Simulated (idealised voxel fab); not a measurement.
The document below concerns the process module designated voxel capacitor over wiring.
The width of the displayed cross-section, cut, is 230 nm; its cells are square, with a size of 5 nm.
A cross-section is written here as square cells arranged in a grid, and it is given in bands from the top down, each band taking up one or more rows of cells. Band: top and bottom heights (nm) first, top before bottom; then materials from left to right, widths in nm. "all across" marks a sole material filling the band edge to edge. "air" denotes empty space. Zero point of the height axis is 0; under it, received wafer = one material. Lowest band: continues down indefinitely, "z 0 and below". Width "30 to 40": first value at the band's top row of cells, second value at its bottom row, equal change from row to row. Key: "no alterations made" - step with no changed cell in the cross-section. Any empty space of 8 cells or more lacking an open way to the top shows up in "Closed voids list" as width x height at distance, distance from the left edge, in nm. That trailing text on a step's line, after the settings, is the simulator's own remark on the step. "overlay nm" denotes, for a step that has a mask, the displacement of the mask to the right of its planned place, with negative values corresponding to the left.
Here's what the planned process steps look like
| 1 | RECEIVE with material Si |
| 2 | CONFORMAL_DEP with material SiO2, thk nm 10 |
| 3 | DIRECTIONAL_DEP with material TiN, thk nm 5 |
| 4 | DIRECTIONAL_DEP with material W, thk nm 25 |
| 5 | DIRECTIONAL_DEP with material aC, thk nm 10 |
| 6 | PATTERN with tone cover, mask id METAL_1, material resist, width nm 30, pitch nm 85, thk nm 30, overlay nm 0 |
| 7 | DIRECTIONAL_ETCH with etch materials aC, depth nm 10 |
| 8 | STRIP with etch materials resist |
| 9 | DIRECTIONAL_ETCH with etch materials W, depth nm 25 |
| 10 | DIRECTIONAL_ETCH with etch materials TiN, depth nm 5 |
| 11 | STRIP with etch materials aC |
| 12 | FILL_DEP with material SiO2, thk nm 5 |
| 13 | CMP with height nm 40 |
| 14 | CONFORMAL_DEP with material SiCN, thk nm 5 |
| 15 | DIRECTIONAL_DEP with material SiO2, thk nm 20 |
| 16 | PATTERN with tone open, mask id PLUG_1, material resist, width nm 15, thk nm 20, overlay nm 0 |
| 17 | DIRECTIONAL_ETCH with etch materials SiO2, depth nm 20 |
| 18 | DIRECTIONAL_ETCH with etch materials SiCN, depth nm 5 |
| 19 | STRIP with etch materials resist |
| 20 | CONFORMAL_DEP with material TiN, thk nm 5 |
| 21 | FILL_DEP with material Ru, thk nm 10 |
| 22 | CMP with height nm 65 |
| 23 | DIRECTIONAL_DEP with material TiN, thk nm 10 |
| 24 | DIRECTIONAL_DEP with material SiN, thk nm 5 |
| 25 | DIRECTIONAL_DEP with material TiN, thk nm 10 |
| 26 | PATTERN with tone cover, mask id UPPER_PLATE, material resist, width nm 60, thk nm 20, overlay nm -15 |
| 27 | DIRECTIONAL_ETCH with etch materials TiN, depth nm 10 |
| 28 | DIRECTIONAL_ETCH with etch materials SiN, depth nm 5 |
| 29 | STRIP with etch materials resist |
| 30 | PATTERN with tone cover, mask id LOWER_PLATE, material resist, width nm 70, thk nm 15, overlay nm 0 |
| 31 | DIRECTIONAL_ETCH with etch materials TiN, depth nm 10 |
| 32 | STRIP with etch materials resist |
| 33 | FILL_DEP with material SiO2, thk nm 15 |
| 34 | CMP with height nm 100 |
| 35 | PATTERN with tone open, mask id PLUG_2, material resist, width nm 15, thk nm 20, overlay nm 0 |
| 36 | DIRECTIONAL_ETCH with etch materials SiO2, depth nm 10 |
| 37 | STRIP with etch materials resist |
| 38 | CONFORMAL_DEP with material TiN, thk nm 5 |
| 39 | FILL_DEP with material W, thk nm 10 |
| 40 | CMP with height nm 100 |
| 41 | CONFORMAL_DEP with material SiN, thk nm 5 |
Quick note for whoever runs this: the wafers start identical, but the overlay nm at step 26 isn't the same across them. The plan just shows what the first wafer had.
After step 1, as received: first of several wafers, cross-section
* z 0 and below = Si all across
* Closed voids list: none
Where each wafer stands at the end of the module, a row apiece: cells of each material gained (+) or lost (-) since it was received, then closed voids
overlay nm -15, +4 Ru, +43 SiCN, +58 SiN, +720 SiO2, +80 TiN, +61 W, Closed voids list: none
overlay nm -10, +4 Ru, +43 SiCN, +58 SiN, +720 SiO2, +80 TiN, +61 W, Closed voids list: none
overlay nm -5, +4 Ru, +43 SiCN, +58 SiN, +720 SiO2, +80 TiN, +61 W, Closed voids list: none
overlay nm 0, +4 Ru, +43 SiCN, +58 SiN, +720 SiO2, +80 TiN, +61 W, Closed voids list: none
overlay nm 5, +4 Ru, +43 SiCN, +58 SiN, +720 SiO2, +80 TiN, +61 W, Closed voids list: none
overlay nm 10, +4 Ru, +43 SiCN, +58 SiN, +720 SiO2, +80 TiN, +61 W, Closed voids list: none
overlay nm 15, +4 Ru, +43 SiCN, +58 SiN, +720 SiO2, +80 TiN, +61 W, Closed voids list: none
